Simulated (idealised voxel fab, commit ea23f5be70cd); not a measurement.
The process module that follows is named voxel released beams.
250 nm wide, 5 nm square cells: that's cross-section cut.
The cross-sections in this document take the form of a grid made of square cells. They are written out as bands, in order from top to bottom. Each band consists of one or more rows of cells.
The entry gives the band's vertical extent as a top height and a bottom height in nm, then its horizontal make-up as materials from left to right, each with a width in nm. "blank" stands for empty space; a single material marked "full width" fills the band edge to edge.
Note: height 0 marks the level under which the wafer is uniformly one material as received. Lowest band unbounded below, written "top 0, no bottom".
A width given as "30 to 40" starts at the first number in the band's top row and ends at the second number in its bottom row, shifting by an equal amount at every step from row to row.
When a step is marked "everything unchanged", none of the cells in the cross-section changed during that step.
Listed in "Enclosed voids": every empty space of 8 or more cells without an open way to the top. Form: width x height at distance, the distance being from the left edge, all in nm.
Step line, after settings: the simulator's comment on this step.
The "overlay nm" setting may appear on a step's line; for a step that uses a mask, it gives how far to the right of its planned position the mask lay, and a negative value indicates the left.
**The process steps that were planned are listed below**
- 1: RECEIVE, material Si
- 2: CONFORMAL_DEP, material SiN, thk nm 10
- 3: DIRECTIONAL_DEP, material SiO2, thk nm 15
- 4: MASKED_ETCH, tone open, mask id ANCHOR, width nm 35, etch materials SiO2, depth nm 15, overlay nm 0
- 5: CONFORMAL_DEP, material W, thk nm 15
- 6: PATTERN, tone cover, mask id BEAM, material resist, width nm 100, thk nm 15, overlay nm 0
- 7: DIRECTIONAL_ETCH, etch materials W, depth nm 15
- 8: STRIP, etch materials resist
- 9: STRIP, etch materials SiO2
Be aware that, although all wafers share a common starting state, the width nm at step 6 differs among them, and the plan displays the first wafer's value.
**Cross-section: the first of several wafers in its as-received state, i.e. following step 1**
- top 0, no bottom: Si full width
- Enclosed voids: none
**Each row below is a wafer at the end of the module, listing for every material the number of cells it has gained (+) or lost (-) since it was received, followed by its closed voids**
width nm 100; +100 SiN; +78 W; Enclosed voids: none
width nm 105; +100 SiN; +81 W; Enclosed voids: none
width nm 110; +100 SiN; +84 W; Enclosed voids: none
width nm 115; +100 SiN; +87 W; Enclosed voids: none
width nm 120; +100 SiN; +90 W; Enclosed voids: none
width nm 125; +100 SiN; +93 W; Enclosed voids: none
